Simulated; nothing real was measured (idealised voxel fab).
process module | voxel trench capacitor
cross-section cut | 160 nm wide | cells 5 nm
A cross-section is a grid of square cells, given in bands from the top down. A band is one or more rows of cells.
Each band's line starts with the height of the band's top and of its bottom, in nm. Then come its materials from left to right, each with its width in nm. One material with "throughout" fills the band from edge to edge. "air" is empty space.
Height 0 is the level under which the wafer as received is all one material. The lowest band goes on downwards, as in "0 down".
A width such as "30 to 40" changes by the same amount from each row of cells to the next, from the band's top row to its bottom row.
"no change" after a step means that no cell of the cross-section changed.
closed voids: empty space of 8 cells or more with no open way to the top, each as width x height at its distance from the left edge, in nm
after a step's settings: what the simulator itself notes on the step
overlay nm, on a step with a mask: how far to the right of its planned place the mask lay; to the left if negative
plan
1 op RECEIVE | material Si
2 op CONFORMAL_DEP | material SiN | thk nm 5
3 op DIRECTIONAL_DEP | material aC | thk nm 15
4 op PATTERN | tone open | mask id TRENCH | material resist | width nm 15 | pitch nm 35 | thk nm 30 | overlay nm 0
5 op DIRECTIONAL_ETCH | etch materials aC | depth nm 15
6 op STRIP | etch materials resist
7 op DIRECTIONAL_ETCH | etch materials SiN | depth nm 5
8 op DIRECTIONAL_ETCH | etch materials Si | depth nm 25
9 op STRIP | etch materials aC
10 op CONFORMAL_DEP | material Al2O3 | thk nm 5
11 op FILL_DEP | material polySi | thk nm 5
12 op CMP | height nm 5
as received, after step 1
  0 down: Si throughout
  closed voids: none
a wafer at the end: this start, this plan, one mistake
  5 to 0: SiN 55 | Al2O3 5 | polySi 5 | Al2O3 5 | SiN 20 | Al2O3 5 | polySi 5 | Al2O3 5 | SiN 55
  0 to -25: Si 55 | Al2O3 5 | polySi 5 | Al2O3 5 | Si 20 | Al2O3 5 | polySi 5 | Al2O3 5 | Si 55
  -25 to -30: Si 55 | Al2O3 15 | Si 20 | Al2O3 15 | Si 55
  -30 down: Si throughout
  closed voids: none
what went wrong: step 8 ran as: op DIRECTIONAL_ETCH | etch materials Si | depth nm 30
